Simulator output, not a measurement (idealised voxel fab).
This section sets out a process module, namely voxel spacer lines.
Square cells of 5 nm make up the cross-section cut, whose width is 265 nm.
In what follows, cross-sections appear as grids of square cells, described through bands that run from the top down, where every band is one or more rows of cells.
Band entry format. Leading values: height of top, height of bottom, nm. Remainder: materials in left-to-right order, each with its width in nm. Special words: "full width" on a single material, which then fills the band edge to edge; "empty", empty space.
Where do heights start? At 0: under that level the wafer as delivered is made of one material only. And the lowest band has no floor; it just carries on downward, as in "top 0, no bottom".
You'd read "30 to 40" like this: the band's top row of cells is as wide as the first number, its bottom row is as wide as the second, and going down, every row changes width by the same amount as the row before did.
When a step is marked "remained unchanged", none of the cells in the cross-section changed during that step.
Each empty space that has no open way to the top and spans at least 8 cells appears under "Closed cavity list" as width x height at distance, the distance counted from the left edge, all in nm.
Heads up: the bit after the settings on a step's line is the simulator's remark on that step.
Regarding "overlay nm": on a step with a mask, it is the distance the mask lay to the right of its planned place; a negative value places it to the left.
The process steps that were planned are listed below:
- 1: RECEIVE (material Si)
- 2: CONFORMAL_DEP (material Al2O3; thk nm 10)
- 3: DIRECTIONAL_DEP (material TiN; thk nm 10)
- 4: DIRECTIONAL_DEP (material aC; thk nm 25)
- 5: PATTERN (tone cover; mask id MANDREL; material resist; width nm 20; pitch nm 70; thk nm 35; overlay nm 0)
- 6: DIRECTIONAL_ETCH (etch materials aC; depth nm 25)
- 7: STRIP (etch materials resist)
- 8: CONFORMAL_DEP (material SiO2; thk nm 15)
- 9: DIRECTIONAL_ETCH (etch materials SiO2; depth nm 15)
- 10: STRIP (etch materials aC)
- 11: DIRECTIONAL_ETCH (etch materials TiN; depth nm 10)
- 12: STRIP (etch materials SiO2)
First wafer, two in total, run as planned:
So this is the incoming wafer in cross-section - it's already been through step 1:
- top 0, no bottom: Si full width
- Closed cavity list: none
Cross-section through the wafer, step 2 finished:
- top 10, bottom 0: Al2O3 full width
- Under the height 0 nothing was changed.
Cross-section through the wafer, step 3 finished:
- top 20, bottom 10: TiN full width
- Under the height 10 nothing was changed.
Cross-section through the wafer, step 4 finished:
- top 45, bottom 20: aC full width
- Under the height 20 nothing was changed.
Cross-section through the wafer, step 5 finished:
- top 80, bottom 45: empty 50, then resist 20, then empty 50, then resist 20, then empty 50, then resist 20, then empty 55
- Under the height 45 nothing was changed.
Cross-section through the wafer, step 6 finished:
- top 55, bottom 45: empty 50, then resist 20, then empty 50, then resist 20, then empty 50, then resist 20, then empty 55
- top 45, bottom 20: empty 50, then aC 20, then empty 50, then aC 20, then empty 50, then aC 20, then empty 55
- Under the height 20 nothing was changed.
Cross-section through the wafer, step 7 finished:
- top 45, bottom 20: empty 50, then aC 20, then empty 50, then aC 20, then empty 50, then aC 20, then empty 55
- Under the height 20 nothing was changed.
Cross-section through the wafer, step 8 finished:
- top 60, bottom 45: empty 35, then SiO2 50, then empty 20, then SiO2 50, then empty 20, then SiO2 50, then empty 40
- top 45, bottom 35: empty 35, then SiO2 15, then aC 20, then SiO2 15, then empty 20, then SiO2 15, then aC 20, then SiO2 15, then empty 20, then SiO2 15, then aC 20, then SiO2 15, then empty 40
- top 35, bottom 20: SiO2 50, then aC 20, then SiO2 50, then aC 20, then SiO2 50, then aC 20, then SiO2 55
- Under the height 20 nothing was changed.
Cross-section through the wafer, step 9 finished:
- top 45, bottom 20: empty 35, then SiO2 15, then aC 20, then SiO2 15, then empty 20, then SiO2 15, then aC 20, then SiO2 15, then empty 20, then SiO2 15, then aC 20, then SiO2 15, then empty 40
- Under the height 20 nothing was changed.
Cross-section through the wafer, step 10 finished:
- top 45, bottom 20: empty 35, then SiO2 15, then empty 20, then SiO2 15, then empty 20, then SiO2 15, then empty 20, then SiO2 15, then empty 20, then SiO2 15, then empty 20, then SiO2 15, then empty 40
- Under the height 20 nothing was changed.
Cross-section through the wafer, step 11 finished:
- top 45, bottom 20: empty 35, then SiO2 15, then empty 20, then SiO2 15, then empty 20, then SiO2 15, then empty 20, then SiO2 15, then empty 20, then SiO2 15, then empty 20, then SiO2 15, then empty 40
- top 20, bottom 10: empty 35, then TiN 15, then empty 20, then TiN 15, then empty 20, then TiN 15, then empty 20, then TiN 15, then empty 20, then TiN 15, then empty 20, then TiN 15, then empty 40
- Under the height 10 nothing was changed.
Cross-section through the wafer, step 12 finished:
- top 20, bottom 10: empty 35, then TiN 15, then empty 20, then TiN 15, then empty 20, then TiN 15, then empty 20, then TiN 15, then empty 20, then TiN 15, then empty 20, then TiN 15, then empty 40
- Under the height 10 nothing was changed.
Second of two: same start, same plan, one run error; steps up to and including 8 match the first:
Here is the second wafer in cross-section at the point where step 9 of the plan should have been done:
- top 45, bottom 30: empty 50, then aC 20, then empty 50, then aC 20, then empty 50, then aC 20, then empty 55
- top 30, bottom 20: empty 35, then SiO2 15, then aC 20, then SiO2 15, then empty 20, then SiO2 15, then aC 20, then SiO2 15, then empty 20, then SiO2 15, then aC 20, then SiO2 15, then empty 40
- Under the height 20 nothing was changed.
Here is the second wafer in cross-section at the point where step 10 of the plan should have been done:
- top 30, bottom 20: empty 35, then SiO2 15, then empty 20, then SiO2 15, then empty 20, then SiO2 15, then empty 20, then SiO2 15, then empty 20, then SiO2 15, then empty 20, then SiO2 15, then empty 40
- Under the height 20 nothing was changed.
Here is the second wafer in cross-section at the point where step 11 of the plan should have been done:
- top 30, bottom 20: empty 35, then SiO2 15, then empty 20, then SiO2 15, then empty 20, then SiO2 15, then empty 20, then SiO2 15, then empty 20, then SiO2 15, then empty 20, then SiO2 15, then empty 40
- top 20, bottom 10: empty 35, then TiN 15, then empty 20, then TiN 15, then empty 20, then TiN 15, then empty 20, then TiN 15, then empty 20, then TiN 15, then empty 20, then TiN 15, then empty 40
- Under the height 10 nothing was changed.
Here is the second wafer in cross-section at the point where step 12 of the plan should have been done:
- top 20, bottom 10: empty 35, then TiN 15, then empty 20, then TiN 15, then empty 20, then TiN 15, then empty 20, then TiN 15, then empty 20, then TiN 15, then empty 20, then TiN 15, then empty 40
- Under the height 10 nothing was changed.
Here's what went sideways: step 9 of the plan was twice carried out
At process end the two wafers are indistinguishable in cross-section, so the error does not change what this model computes.
